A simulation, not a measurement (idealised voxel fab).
The following is a process module called voxel transistor to metal.
Pictured: cross-section cut, 270 nm wide, on a grid of 5 nm square cells.
Each cross-section below is a grid of square cells, stated as bands in top-down order, with one or more rows of cells making up each band.
For a band, the entry starts with two heights in nm, that of the top and then that of the bottom, and carries on with the band's materials in order from left to right, each alongside its width in nm; the word "full width" beside a single material means it fills the band edge to edge, and "empty" means empty space.
Heads up on the height convention: 0 is the point under which the incoming wafer is all one material, and the lowest band has no bottom, it just keeps going down, like "0..down".
The expression "30->40" gives the width at the extremes of the band, the first number at its top row of cells and the second at its bottom row, with the width changing by equal amounts from each row to the next in between.
Take "no modifications" at face value: in the step it is given for, the cross-section changed in none of its cells.
So "Trapped cavities" is basically the list of trapped voids: any empty space of 8 cells or more that can't reach the top through an opening. They're written width x height at distance, the distance being from the left edge, and it's all nm.
Post-settings text on a step line: simulator's own remark regarding the step.
"overlay nm" answers the question of how far to the right of plan the mask lay on a step that has a mask, and when it is negative the answer is to the left.

Planned step list for the process
1 RECEIVE | material Si
2 CONFORMAL_DEP | material SiO2 | thk nm 5
3 CONFORMAL_DEP | material SiN | thk nm 15
4 PATTERN | tone cover | mask id ACTIVE | material resist | width nm 100 | pitch nm 130 | thk nm 20 | overlay nm 0
5 DIRECTIONAL_ETCH | etch materials SiN | depth nm 15
6 DIRECTIONAL_ETCH | etch materials SiO2 | depth nm 5
7 DIRECTIONAL_ETCH | etch materials Si | depth nm 30
8 STRIP | etch materials resist
9 OXIDIZE | depth nm 5
10 FILL_DEP | material SiO2 | thk nm 5
11 CMP | height nm 20
12 SELECTIVE_ETCH | etch materials SiO2 | depth nm 15
13 STRIP | etch materials SiN
14 SELECTIVE_ETCH | etch materials SiO2 | depth nm 5
15 OXIDIZE | depth nm 5
16 DIRECTIONAL_DEP | material polySi | thk nm 25
17 DIRECTIONAL_DEP | material SiCN | thk nm 10
18 MASKED_ETCH | tone cover | mask id GATE | width nm 20 | pitch nm 130 | etch materials SiCN | depth nm 20 | overlay nm 0
19 MASKED_ETCH | tone cover | mask id GATE | width nm 20 | pitch nm 130 | etch materials polySi | depth nm 35 | overlay nm 0
20 CONFORMAL_DEP | material SiO2 | thk nm 5
21 DIRECTIONAL_ETCH | etch materials SiO2 | depth nm 5
22 CONFORMAL_DEP | material SiN | thk nm 5
23 DIRECTIONAL_ETCH | etch materials SiN | depth nm 5
24 DIRECTIONAL_ETCH | etch materials SiO2 | depth nm 5
25 DIRECTIONAL_ETCH | etch materials Si | depth nm 15
26 EPI | material pSi | thk nm 20
27 FILL_DEP | material SiO2 | thk nm 5
28 CMP | height nm 35
29 DIRECTIONAL_DEP | material SiO2 | thk nm 15
30 MASKED_ETCH | tone open | mask id CONTACT | width nm 15 | etch materials SiO2 | depth nm 50 | overlay nm 0
31 CONFORMAL_DEP | material TiN | thk nm 5
32 FILL_DEP | material Ru | thk nm 10
33 CMP | height nm 50
34 CONFORMAL_DEP | material SiN | thk nm 5
35 DIRECTIONAL_DEP | material lowk | thk nm 15
36 PATTERN | tone open | mask id METAL_1 | material resist | width nm 15 | thk nm 20 | overlay nm 0
37 DIRECTIONAL_ETCH | etch materials lowk | depth nm 15
38 DIRECTIONAL_ETCH | etch materials SiN | depth nm 5
39 STRIP | etch materials resist
40 CONFORMAL_DEP | material TiN | thk nm 5
41 FILL_DEP | material W | thk nm 5
42 CMP | height nm 70
43 EPI | material Ru | thk nm 5
44 FILL_DEP | material SiCN | thk nm 5
Same starting wafers, different width nm at step 36. Plan value belongs to the first wafer.

After step 1, as received: first of several wafers, cross-section
0..down = Si full width
Trapped cavities: none

Take a look at the first of several wafers in cross-section: the module is done, and step 44 was its last step
80..75 = SiCN full width
75..70 = SiCN (20); Ru (25); SiCN (50); Ru (25); SiCN (30); Ru (25); SiCN (50); Ru (25); SiCN (20)
70..55 = lowk (25); TiN (5); W (5); TiN (5); lowk (60); TiN (5); W (5); TiN (5); lowk (40); TiN (5); W (5); TiN (5); lowk (60); TiN (5); W (5); TiN (5); lowk (25)
55..50 = SiN (25); TiN (15); SiN (60); TiN (15); SiN (40); TiN (15); SiN (60); TiN (15); SiN (25)
50..35 = SiO2 (25); TiN (5); Ru (5); TiN (5); SiO2 (60); TiN (5); Ru (5); TiN (5); SiO2 (40); TiN (5); Ru (5); TiN (5); SiO2 (60); TiN (5); Ru (5); TiN (5); SiO2 (25)
35..25 = SiO2 (25); TiN (5); Ru (5); TiN (5); SiO2 (10); SiN (5); SiO2 (5); SiCN (20); SiO2 (5); SiN (5); SiO2 (10); TiN (5); Ru (5); TiN (5); SiO2 (40); TiN (5); Ru (5); TiN (5); SiO2 (10); SiN (5); SiO2 (5); SiCN (20); SiO2 (5); SiN (5); SiO2 (10); TiN (5); Ru (5); TiN (5); SiO2 (25)
25..20 = SiO2 (25); TiN (5); Ru (5); TiN (5); SiO2 (10); SiN (5); SiO2 (5); polySi (20); SiO2 (5); SiN (5); SiO2 (10); TiN (5); Ru (5); TiN (5); SiO2 (40); TiN (5); Ru (5); TiN (5); SiO2 (10); SiN (5); SiO2 (5); polySi (20); SiO2 (5); SiN (5); SiO2 (10); TiN (5); Ru (5); TiN (5); SiO2 (25)
20..15 = SiO2 (25); TiN (15); SiO2 (10); SiN (5); SiO2 (5); polySi (20); SiO2 (5); SiN (5); SiO2 (10); TiN (15); SiO2 (40); TiN (15); SiO2 (10); SiN (5); SiO2 (5); polySi (20); SiO2 (5); SiN (5); SiO2 (10); TiN (15); SiO2 (25)
15..0 = SiO2 (25); TiN (5); pSi (20); SiN (5); SiO2 (5); polySi (20); SiO2 (5); SiN (5); pSi (20); TiN (5); SiO2 (40); TiN (5); pSi (20); SiN (5); SiO2 (5); polySi (20); SiO2 (5); SiN (5); pSi (20); TiN (5); SiO2 (25)
0..-5 = SiO2 (20); pSi (30); SiO2 (40); pSi (30); SiO2 (30); pSi (30); SiO2 (40); pSi (30); SiO2 (20)
-5..-20 = SiO2 (25); pSi (25); Si (40); pSi (25); SiO2 (40); pSi (25); Si (40); pSi (25); SiO2 (25)
-20..-35 = SiO2 (25); Si (90); SiO2 (40); Si (90); SiO2 (25)
-35..down = Si full width
Trapped cavities: none

Last wafer, end of module, cross-section
80..75 = SiCN full width
75..70 = SiCN (15); Ru (40); SiCN (35); Ru (40); SiCN (15); Ru (40); SiCN (35); Ru (40); SiCN (10)
70..55 = lowk (20); TiN (5); W (20); TiN (5); lowk (45); TiN (5); W (20); TiN (5); lowk (25); TiN (5); W (20); TiN (5); lowk (45); TiN (5); W (20); TiN (5); lowk (15)
55..50 = SiN (20); TiN (30); SiN (45); TiN (30); SiN (25); TiN (30); SiN (45); TiN (30); SiN (15)
50..35 = SiO2 (25); TiN (5); Ru (5); TiN (5); SiO2 (60); TiN (5); Ru (5); TiN (5); SiO2 (40); TiN (5); Ru (5); TiN (5); SiO2 (60); TiN (5); Ru (5); TiN (5); SiO2 (25)
35..25 = SiO2 (25); TiN (5); Ru (5); TiN (5); SiO2 (10); SiN (5); SiO2 (5); SiCN (20); SiO2 (5); SiN (5); SiO2 (10); TiN (5); Ru (5); TiN (5); SiO2 (40); TiN (5); Ru (5); TiN (5); SiO2 (10); SiN (5); SiO2 (5); SiCN (20); SiO2 (5); SiN (5); SiO2 (10); TiN (5); Ru (5); TiN (5); SiO2 (25)
25..20 = SiO2 (25); TiN (5); Ru (5); TiN (5); SiO2 (10); SiN (5); SiO2 (5); polySi (20); SiO2 (5); SiN (5); SiO2 (10); TiN (5); Ru (5); TiN (5); SiO2 (40); TiN (5); Ru (5); TiN (5); SiO2 (10); SiN (5); SiO2 (5); polySi (20); SiO2 (5); SiN (5); SiO2 (10); TiN (5); Ru (5); TiN (5); SiO2 (25)
20..15 = SiO2 (25); TiN (15); SiO2 (10); SiN (5); SiO2 (5); polySi (20); SiO2 (5); SiN (5); SiO2 (10); TiN (15); SiO2 (40); TiN (15); SiO2 (10); SiN (5); SiO2 (5); polySi (20); SiO2 (5); SiN (5); SiO2 (10); TiN (15); SiO2 (25)
15..0 = SiO2 (25); TiN (5); pSi (20); SiN (5); SiO2 (5); polySi (20); SiO2 (5); SiN (5); pSi (20); TiN (5); SiO2 (40); TiN (5); pSi (20); SiN (5); SiO2 (5); polySi (20); SiO2 (5); SiN (5); pSi (20); TiN (5); SiO2 (25)
0..-5 = SiO2 (20); pSi (30); SiO2 (40); pSi (30); SiO2 (30); pSi (30); SiO2 (40); pSi (30); SiO2 (20)
-5..-20 = SiO2 (25); pSi (25); Si (40); pSi (25); SiO2 (40); pSi (25); Si (40); pSi (25); SiO2 (25)
-20..-35 = SiO2 (25); Si (90); SiO2 (40); Si (90); SiO2 (25)
-35..down = Si full width
Trapped cavities: none

The rows of the table below are wafers. Looking at the end of the module, a row counts, for every material, the cells the wafer has gained, shown as (+), or lost, shown as (-), since it was received; its closed voids come next
width nm 15; +44 Ru; -222 Si; +104 SiCN; +70 SiN; +450 SiO2; +108 TiN; +12 W; +126 lowk; +132 pSi; +40 polySi; Trapped cavities: none
width nm 20; +48 Ru; -222 Si; +100 SiCN; +66 SiN; +450 SiO2; +112 TiN; +24 W; +114 lowk; +132 pSi; +40 polySi; Trapped cavities: none
width nm 25; +52 Ru; -222 Si; +96 SiCN; +62 SiN; +450 SiO2; +116 TiN; +36 W; +102 lowk; +132 pSi; +40 polySi; Trapped cavities: none
width nm 30; +56 Ru; -222 Si; +92 SiCN; +58 SiN; +450 SiO2; +120 TiN; +48 W; +90 lowk; +132 pSi; +40 polySi; Trapped cavities: none
